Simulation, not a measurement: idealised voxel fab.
Process module heading - voxel gate over fins
We display cut, a cross-section 255 nm in width whose square cells are each 5 nm.
Reading order for cross-sections: top band down to bottom band. Underlying form: a grid of square cells. Band size: one or more rows of cells.
Per band: top height and bottom height in nm, followed by the left-to-right materials and their widths in nm; "everywhere" marks a single material spanning edge to edge, "empty" marks empty space.
Heads up on the height convention: 0 is the point under which the incoming wafer is all one material, and the lowest band has no bottom, it just keeps going down, like "0 down".
It should be noted that a width expressed as "30 to 40" varies in equal increments from row to row of cells within the band, taking the value of the first number at the top row and that of the second number at the bottom row.
For the purposes of this document, the phrase "stayed the same" attached to a step denotes that no cell within the cross-section was modified by that step.
"Enclosed internal voids" contains a list of empty spaces, each no smaller than 8 cells and without an open way to the top, written in the form width x height at distance with the distance from the left edge and all three in nm.
Anything after a step's settings on that line? It's the simulator's own note about the step.
For masked steps, "overlay nm" on the step line gives how far right of plan the mask actually lay; a minus sign means it lay to the left.

Process steps - plan:
1: RECEIVE,material Si
2: CONFORMAL_DEP,material SiN,thk nm 10
3: PATTERN,tone cover,mask id FINS,material resist,width nm 15,pitch nm 35,thk nm 15,overlay nm 0
4: DIRECTIONAL_ETCH,etch materials SiN,depth nm 10
5: DIRECTIONAL_ETCH,etch materials Si,depth nm 30
6: STRIP,etch materials resist
7: OXIDIZE,depth nm 5
8: FILL_DEP,material SiO2,thk nm 10
9: CMP,height nm 10
10: SELECTIVE_ETCH,etch materials SiO2,depth nm 20
11: STRIP,etch materials SiN
12: CONFORMAL_DEP,material HfO2,thk nm 5
13: CONFORMAL_DEP,material TiN,thk nm 5
14: FILL_DEP,material W,thk nm 10
15: CMP,height nm 15
16: CONFORMAL_DEP,material SiCN,thk nm 5

Incoming wafer in cross-section (state: after step 1):
- 0 down = Si everywhere
- Enclosed internal voids: none

Wafer at module end, in section. Began as above, planned as above, run with one mistake:
- 20 to 15 = SiCN everywhere
- 15 to 10 = W everywhere
- 10 to 5 = W=80, SiCN=25, W=10, SiCN=25, W=10, SiCN=25, W=80
- 5 to 0 = W=80, SiCN=5, HfO2=15, SiCN=5, W=10, SiCN=5, HfO2=15, SiCN=5, W=10, SiCN=5, HfO2=15, SiCN=5, W=80
- 0 to -5 = SiCN=85, HfO2=5, Si=5, HfO2=5, SiCN=20, HfO2=5, Si=5, HfO2=5, SiCN=20, HfO2=5, Si=5, HfO2=5, SiCN=85
- -5 to -10 = HfO2=90, Si=5, HfO2=30, Si=5, HfO2=30, Si=5, HfO2=90
- -10 to -35 = SiO2=90, Si=5, SiO2=30, Si=5, SiO2=30, Si=5, SiO2=90
- -35 down = Si everywhere
- Enclosed internal voids: none
Against the plan, the run slipped here: it should be noted that step 13 was executed with settings other than those planned, the operation and settings actually applied being CONFORMAL_DEP,material SiCN,thk nm 5
